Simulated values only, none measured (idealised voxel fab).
process module | voxel wiring stack
cross-section cut | 215 nm wide | cells 5 nm
A cross-section is a grid of square cells, given in bands from the top down. A band is one or more rows of cells.
Each band's line starts with the height of the band's top and of its bottom, in nm. Then come its materials from left to right, each with its width in nm. One material with "throughout" fills the band from edge to edge. "air" is empty space.
Height 0 is the level under which the wafer as received is all one material. The lowest band goes on downwards, as in "0 down".
A width such as "30 to 40" changes by the same amount from each row of cells to the next, from the band's top row to its bottom row.
"no change" after a step means that no cell of the cross-section changed.
closed voids: empty space of 8 cells or more with no open way to the top, each as width x height at its distance from the left edge, in nm
after a step's settings: what the simulator itself notes on the step
overlay nm, on a step with a mask: how far to the right of its planned place the mask lay; to the left if negative
plan
1 op RECEIVE | material Si
2 op CONFORMAL_DEP | material SiO2 | thk nm 15
3 op DIRECTIONAL_DEP | material TiN | thk nm 5
4 op DIRECTIONAL_DEP | material W | thk nm 25
5 op MASKED_ETCH | tone cover | mask id METAL_1 | width nm 25 | pitch nm 50 | etch materials W | depth nm 25 | overlay nm 0
6 op MASKED_ETCH | tone cover | mask id METAL_1 | width nm 25 | pitch nm 50 | etch materials TiN | depth nm 5 | overlay nm 0
7 op CONFORMAL_DEP | material SiCN | thk nm 5
8 op FILL_DEP | material lowk | thk nm 10
9 op CMP | height nm 45
10 op CONFORMAL_DEP | material SiCN | thk nm 5
11 op DIRECTIONAL_DEP | material lowk | thk nm 10
12 op DIRECTIONAL_DEP | material aC | thk nm 15
13 op PATTERN | tone open | mask id PLUG_1 | material resist | width nm 15 | pitch nm 50 | thk nm 35 | overlay nm 0
14 op DIRECTIONAL_ETCH | etch materials aC | depth nm 15
15 op STRIP | etch materials resist
16 op DIRECTIONAL_ETCH | etch materials lowk | depth nm 10
17 op DIRECTIONAL_ETCH | etch materials SiCN | depth nm 5
18 op STRIP | etch materials aC
19 op CONFORMAL_DEP | material TiN | thk nm 5
20 op FILL_DEP | material W | thk nm 5
21 op CMP | height nm 60
22 op DIRECTIONAL_DEP | material TiN | thk nm 5
23 op DIRECTIONAL_DEP | material W | thk nm 15
24 op MASKED_ETCH | tone cover | mask id METAL_2 | width nm 25 | pitch nm 50 | etch materials W | depth nm 15 | overlay nm 0
25 op MASKED_ETCH | tone cover | mask id METAL_2 | width nm 25 | pitch nm 50 | etch materials TiN | depth nm 5 | overlay nm 0
26 op CONFORMAL_DEP | material SiN | thk nm 5
27 op FILL_DEP | material SiO2 | thk nm 5
28 op CMP | height nm 80
29 op CONFORMAL_DEP | material SiCN | thk nm 5
30 op DIRECTIONAL_DEP | material SiO2 | thk nm 25
31 op DIRECTIONAL_DEP | material aC | thk nm 15
32 op PATTERN | tone open | mask id METAL_3 | material resist | width nm 25 | pitch nm 50 | thk nm 30 | overlay nm 0
33 op DIRECTIONAL_ETCH | etch materials aC | depth nm 15
34 op STRIP | etch materials resist
35 op DIRECTIONAL_ETCH | etch materials SiO2 | depth nm 15
36 op STRIP | etch materials aC
37 op PATTERN | tone open | mask id METAL_3_HOLES | material resist | width nm 15 | thk nm 20 | overlay nm 0
38 op DIRECTIONAL_ETCH | etch materials SiO2 | depth nm 10
39 op DIRECTIONAL_ETCH | etch materials SiCN | depth nm 5
40 op STRIP | etch materials resist
41 op CONFORMAL_DEP | material TiN | thk nm 5
42 op FILL_DEP | material Ru | thk nm 10
43 op CMP | height nm 110
44 op CONFORMAL_DEP | material SiN | thk nm 5
as received, after step 1
  0 down: Si throughout
  closed voids: none
first wafer at the end, as planned
  115 to 110: SiN throughout
  110 to 100: SiO2 70 | TiN 5 | Ru 15 | TiN 5 | SiO2 25 | TiN 5 | Ru 15 | TiN 5 | SiO2 70
  100 to 95: SiO2 70 | TiN 5 | Ru 5 | TiN 15 | SiO2 25 | TiN 25 | SiO2 70
  95 to 85: SiO2 70 | TiN 5 | Ru 5 | TiN 5 | SiO2 130
  85 to 80: SiCN 70 | TiN 15 | SiCN 130
  80 to 65: SiO2 65 | SiN 5 | W 25 | SiN 5 | SiO2 15 | SiN 5 | W 25 | SiN 5 | SiO2 65
  65 to 60: SiN 70 | TiN 25 | SiN 25 | TiN 25 | SiN 70
  60 to 50: lowk 70 | TiN 5 | W 5 | TiN 5 | lowk 35 | TiN 5 | W 5 | TiN 5 | lowk 80
  50 to 45: SiCN 70 | TiN 15 | SiCN 35 | TiN 15 | SiCN 80
  45 to 20: lowk 65 | SiCN 5 | W 25 | SiCN 5 | lowk 15 | SiCN 5 | W 25 | SiCN 5 | lowk 65
  20 to 15: SiCN 70 | TiN 25 | SiCN 25 | TiN 25 | SiCN 70
  15 to 0: SiO2 throughout
  0 down: Si throughout
  closed voids: none
second wafer at the end: like start, like plan, one mistake
  115 to 110: SiN throughout
  110 to 100: SiO2 70 | TiN 5 | Ru 15 | TiN 5 | SiO2 25 | TiN 5 | Ru 15 | TiN 5 | SiO2 70
  100 to 95: SiO2 70 | TiN 5 | Ru 5 | TiN 15 | SiO2 25 | TiN 25 | SiO2 70
  95 to 85: SiO2 70 | TiN 5 | Ru 5 | TiN 5 | SiO2 130
  85 to 80: SiCN 70 | TiN 15 | SiCN 130
  80 to 65: SiO2 65 | SiN 5 | W 25 | SiN 5 | SiO2 15 | SiN 5 | W 25 | SiN 5 | SiO2 65
  65 to 60: SiN 70 | TiN 25 | SiN 25 | TiN 25 | SiN 70
  60 to 50: lowk 70 | TiN 5 | W 5 | TiN 5 | lowk 35 | TiN 5 | W 5 | TiN 5 | lowk 80
  50 to 45: SiCN 70 | TiN 15 | SiCN 35 | TiN 15 | SiCN 80
  45 to 35: lowk throughout
  35 to 30: lowk 65 | SiCN 35 | lowk 15 | SiCN 35 | lowk 65
  30 to 5: lowk 65 | SiCN 5 | W 25 | SiCN 5 | lowk 15 | SiCN 5 | W 25 | SiCN 5 | lowk 65
  5 to 0: SiCN 70 | TiN 25 | SiCN 25 | TiN 25 | SiCN 70
  0 down: Si throughout
  closed voids: none
what went wrong: step 2 was left out
at the end the second wafer has, in cells: 14 more of SiCN | 129 fewer of SiO2 | 115 more of lowk
